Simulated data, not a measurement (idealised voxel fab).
voxel double patterning: a process module
We display cut, a cross-section 280 nm in width whose square cells are each 5 nm.
Cross-section layout: square cells on a grid; listed as bands, top to bottom; a band spans one or more cell rows.
In this notation a band is specified by the heights of its top and bottom, in that order and in nm, after which its materials appear from left to right, each paired with its width in nm. The word "everywhere" attached to a single material means that material fills the band from edge to edge; the word "air" stands for empty space.
Heights are measured from 0, the level below which the as-received wafer is all one material; the lowest band has no bottom and continues downward, written as in "0..down".
The width entry "30..40" should be interpreted row by row: the top row of cells in the band takes the first number, the bottom row takes the second number, and the change between adjacent rows is uniform throughout.
"remained the same" -> step changed no cross-section cell.
"Enclosed void catalog": empty spaces of 8 cells or more with no open way to the top, each given as width x height at distance, distance from the left edge, all in nm.
Where a step's line continues beyond its settings, the continuation is a remark by the simulator itself on that step.
Among the settings permitted on a step's line is "overlay nm"; applied to a step with a mask, it specifies the extent to which the mask lay to the right of its planned position, whereas a negative figure signifies a position to the left.

**So here's the lineup of process steps we planned**
step 1: op RECEIVE | material Si
step 2: op CONFORMAL_DEP | material SiN | thk nm 10
step 3: op DIRECTIONAL_DEP | material SiO2 | thk nm 20
step 4: op DIRECTIONAL_DEP | material SiCN | thk nm 10
step 5: op MASKED_ETCH | tone open | mask id FIRST | width nm 15 | pitch nm 50 | etch materials SiCN | depth nm 10 | overlay nm 0
step 6: op MASKED_ETCH | tone open | mask id SECOND | width nm 15 | pitch nm 50 | etch materials SiCN | depth nm 10 | overlay nm 0
step 7: op DIRECTIONAL_ETCH | etch materials SiO2 | depth nm 20
step 8: op STRIP | etch materials SiCN

**First of the two wafers, run per plan**

**This is the cross-section of the wafer as we received it, i.e. after step 1**
* 0..down: Si everywhere
* Enclosed void catalog: none

**Wafer section view after processing step 2**
* 10..0: SiN everywhere
* Rest of section, below 0: as before.

**Wafer section view after processing step 3**
* 30..10: SiO2 everywhere
* Rest of section, below 10: as before.

**Wafer section view after processing step 4**
* 40..30: SiCN everywhere
* Rest of section, below 30: as before.

**Wafer section view after processing step 5**
* 40..30: SiCN (80)  air (15)  SiCN (35)  air (15)  SiCN (35)  air (15)  SiCN (85)
* Rest of section, below 30: as before.

**Wafer section view after processing step 6**
* 40..30: SiCN (80)  air (15)  SiCN (10)  air (15)  SiCN (10)  air (15)  SiCN (10)  air (15)  SiCN (10)  air (15)  SiCN (85)
* Rest of section, below 30: as before.

**Wafer section view after processing step 7**
* 40..30: SiCN (80)  air (15)  SiCN (10)  air (15)  SiCN (10)  air (15)  SiCN (10)  air (15)  SiCN (10)  air (15)  SiCN (85)
* 30..10: SiO2 (80)  air (15)  SiO2 (10)  air (15)  SiO2 (10)  air (15)  SiO2 (10)  air (15)  SiO2 (10)  air (15)  SiO2 (85)
* Rest of section, below 10: as before.

**Wafer section view after processing step 8**
* 30..10: SiO2 (80)  air (15)  SiO2 (10)  air (15)  SiO2 (10)  air (15)  SiO2 (10)  air (15)  SiO2 (10)  air (15)  SiO2 (85)
* Rest of section, below 10: as before.

**Second wafer. Start and plan as for the first. One mistake made in running. Agrees with the first up to and including step 1**

Second wafer, cut view, end of step 2 per plan: remained the same

**Second wafer, cut view, end of step 3 per plan**
* 20..0: SiO2 everywhere
* Rest of section, below 0: as before.

**Second wafer, cut view, end of step 4 per plan**
* 30..20: SiCN everywhere
* Rest of section, below 20: as before.

**Second wafer, cut view, end of step 5 per plan**
* 30..20: SiCN (80)  air (15)  SiCN (35)  air (15)  SiCN (35)  air (15)  SiCN (85)
* Rest of section, below 20: as before.

**Second wafer, cut view, end of step 6 per plan**
* 30..20: SiCN (80)  air (15)  SiCN (10)  air (15)  SiCN (10)  air (15)  SiCN (10)  air (15)  SiCN (10)  air (15)  SiCN (85)
* Rest of section, below 20: as before.

**Second wafer, cut view, end of step 7 per plan**
* 30..20: SiCN (80)  air (15)  SiCN (10)  air (15)  SiCN (10)  air (15)  SiCN (10)  air (15)  SiCN (10)  air (15)  SiCN (85)
* 20..0: SiO2 (80)  air (15)  SiO2 (10)  air (15)  SiO2 (10)  air (15)  SiO2 (10)  air (15)  SiO2 (10)  air (15)  SiO2 (85)
* Rest of section, below 0: as before.

**Second wafer, cut view, end of step 8 per plan**
* 20..0: SiO2 (80)  air (15)  SiO2 (10)  air (15)  SiO2 (10)  air (15)  SiO2 (10)  air (15)  SiO2 (10)  air (15)  SiO2 (85)
* Rest of section, below 0: as before.
So what did we get wrong on this run? the plan's step 2 went unexecuted, having been skipped
Counted in cells at the end, the second wafer holds more or fewer of these materials than the first: -112 SiN
